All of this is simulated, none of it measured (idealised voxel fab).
voxel self aligned vias: a process module
Section shown: cut. Width: 265 nm. Cell size: 5 nm, square.
A cross-section in this document is a grid of square cells, and it is written down as bands, the top band listed before the ones below it; a band is made up of one or more rows of cells. Top height, bottom height, nm. Materials left to right, width each, nm. Single material + "all across" = fills band edge to edge. "empty" = empty. Zero point of the height axis is 0; under it, received wafer = one material. Lowest band: continues down indefinitely, "z 0 and below". Width: "30 to 40" (first number = top row, second number = bottom row, same change from row to row of cells). A step reported as "remained the same" is a step in which no cell of the cross-section changed. In "Entrapped void list" the enclosed voids are listed, meaning empty spaces of 8 cells or larger without any opening to the top. The form is width x height at distance, distance from the left edge, units nm. Step line, after settings: the simulator's comment on this step. overlay nm: step with mask; distance mask lay right of planned place; negative value = left of planned place.

### Planned step list for the process
1,RECEIVE | material Si
2,CONFORMAL_DEP | material SiO2 | thk nm 15
3,CONFORMAL_DEP | material SiCN | thk nm 5
4,DIRECTIONAL_DEP | material lowk | thk nm 25
5,DIRECTIONAL_DEP | material aC | thk nm 10
6,PATTERN | tone open | mask id LINES | material resist | width nm 30 | pitch nm 80 | thk nm 30 | overlay nm 0
7,DIRECTIONAL_ETCH | etch materials aC | depth nm 10
8,STRIP | etch materials resist
9,DIRECTIONAL_ETCH | etch materials lowk | depth nm 25
10,STRIP | etch materials aC
11,CONFORMAL_DEP | material TiN | thk nm 5
12,FILL_DEP | material Ru | thk nm 10
13,CMP | height nm 45
14,SELECTIVE_ETCH | etch materials W Ru TiN | depth nm 10
15,FILL_DEP | material SiN | thk nm 5
16,CMP | height nm 45
17,DIRECTIONAL_DEP | material lowk | thk nm 15
18,DIRECTIONAL_DEP | material aC | thk nm 10
19,PATTERN | tone open | mask id VIAS | material resist | width nm 50 | pitch nm 160 | thk nm 30 | overlay nm 0
20,DIRECTIONAL_ETCH | etch materials aC | depth nm 10
21,STRIP | etch materials resist
22,DIRECTIONAL_ETCH | etch materials lowk | depth nm 15
23,DIRECTIONAL_ETCH | etch materials SiN | depth nm 10
24,STRIP | etch materials aC
25,CONFORMAL_DEP | material TiN | thk nm 5
26,FILL_DEP | material Cu | thk nm 10
27,CMP | height nm 60
28,CONFORMAL_DEP | material SiCN | thk nm 5

### Cross-section: wafer on arrival = after step 1
	z 0 and below | Si all across
	Entrapped void list: none

### Looking at the first of two wafers in cross-section at end of module - ran to plan
	z 65 to 60 | SiCN all across
	z 60 to 50 | lowk=25  TiN=5  Cu=40  TiN=5  lowk=110  TiN=5  Cu=40  TiN=5  lowk=30
	z 50 to 45 | lowk=25  TiN=15  Cu=20  TiN=15  lowk=110  TiN=15  Cu=20  TiN=15  lowk=30
	z 45 to 40 | lowk=35  TiN=5  Cu=20  TiN=5  lowk=50  SiN=30  lowk=50  TiN=5  Cu=20  TiN=5  lowk=40
	z 40 to 35 | lowk=35  TiN=30  lowk=50  SiN=30  lowk=50  TiN=30  lowk=40
	z 35 to 25 | lowk=35  TiN=5  Ru=20  TiN=5  lowk=50  TiN=5  Ru=20  TiN=5  lowk=50  TiN=5  Ru=20  TiN=5  lowk=40
	z 25 to 20 | lowk=35  TiN=30  lowk=50  TiN=30  lowk=50  TiN=30  lowk=40
	z 20 to 15 | SiCN all across
	z 15 to 0 | SiO2 all across
	z 0 and below | Si all across
	Entrapped void list: none

### Second wafer cross-section at end of module - shared start and plan with the first, one mistake in the run
	z 65 to 60 | SiCN all across
	z 60 to 50 | lowk=25  TiN=5  Cu=45  TiN=5  lowk=105  TiN=5  Cu=45  TiN=5  lowk=25
	z 50 to 45 | lowk=25  TiN=15  Cu=20  TiN=20  lowk=105  TiN=15  Cu=20  TiN=20  lowk=25
	z 45 to 40 | lowk=35  TiN=5  Cu=20  TiN=5  lowk=50  SiN=30  lowk=50  TiN=5  Cu=20  TiN=5  lowk=40
	z 40 to 35 | lowk=35  TiN=30  lowk=50  SiN=30  lowk=50  TiN=30  lowk=40
	z 35 to 25 | lowk=35  TiN=5  Ru=20  TiN=5  lowk=50  TiN=5  Ru=20  TiN=5  lowk=50  TiN=5  Ru=20  TiN=5  lowk=40
	z 25 to 20 | lowk=35  TiN=30  lowk=50  TiN=30  lowk=50  TiN=30  lowk=40
	z 20 to 15 | SiCN all across
	z 15 to 0 | SiO2 all across
	z 0 and below | Si all across
	Entrapped void list: none
Want to know what went wrong? step 19 was processed under conditions differing from the plan, specifically as PATTERN | tone open | mask id VIAS | material resist | width nm 55 | pitch nm 160 | thk nm 30 | overlay nm 0
Cell-count delta at end, second wafer over first, by material: +4 Cu, +2 TiN, -6 lowk
